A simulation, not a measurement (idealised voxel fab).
process module | voxel gate over fins
cross-section cut | 165 nm wide | cells 5 nm
Format of a cross-section: grid, square cells. Given as bands. Order: top down. Band: one or more rows of cells. Look at the band entry: it leads with the top's height and the bottom's height in nm. Then it lists the materials left to right, with a width in nm for each. The word "full width" on a single material says that material fills the band edge to edge. The word "blank" is empty space. Note: height 0 marks the level under which the wafer is uniformly one material as received. Lowest band unbounded below, written "from 0 down". With a width like "30..40", each row of cells in the band differs from the next by the same amount, the top row carrying the first number and the bottom row the second. The designation "nothing altered", where it is given for a processing step, indicates that no cell of the cross-section was altered in the course of that step. Enclosed cavity list: empty space of 8 cells or more with no open way to the top, each as width x height at its distance from the left edge, in nm. Whatever follows a step's settings on its line is a remark the simulator itself makes about that step. "overlay nm" on a masked step: distance the mask lay right of its planned place, negative for left.

List of planned process steps:
1: RECEIVE, material Si
2: CONFORMAL_DEP, material SiN, thk nm 5
3: MASKED_ETCH, tone cover, mask id FINS, width nm 15, pitch nm 45, etch materials SiN, depth nm 5, overlay nm 0
4: MASKED_ETCH, tone cover, mask id FINS, width nm 15, pitch nm 45, etch materials Si, depth nm 30, overlay nm 0
5: OXIDIZE, depth nm 5
6: FILL_DEP, material SiO2, thk nm 10
7: CMP, height nm 5
8: SELECTIVE_ETCH, etch materials SiO2, depth nm 20
9: STRIP, etch materials SiN
10: CONFORMAL_DEP, material HfO2, thk nm 5
11: CONFORMAL_DEP, material TiN, thk nm 5
12: FILL_DEP, material W, thk nm 15
13: CMP, height nm 20
14: CONFORMAL_DEP, material SiN, thk nm 10

Received-state cross-section, reflecting completion of step 1:
  from 0 down | Si full width
  Enclosed cavity list: none

The following cross-section depicts the wafer upon conclusion of the module. Processing commenced from the starting condition illustrated above and adhered to the plan illustrated above, save for one mistake in execution:
  from 30 to 20 | SiN full width
  from 20 to 10 | W full width
  from 10 to 5 | TiN: 35  W: 5  TiN: 40  W: 5  TiN: 40  W: 5  TiN: 35
  from 5 to 0 | HfO2: 30  TiN: 15  HfO2: 30  TiN: 15  HfO2: 30  TiN: 15  HfO2: 30
  from 0 to -5 | Si: 25  HfO2: 25  Si: 20  HfO2: 25  Si: 20  HfO2: 25  Si: 25
  from -5 down | Si full width
  Enclosed cavity list: none
Heads up, the wafer didn't run the way we planned it: heads up, step 3 didn't go per plan, it actually ran as MASKED_ETCH, tone open, mask id FINS, width nm 15, pitch nm 45, etch materials SiN, depth nm 5, overlay nm 0
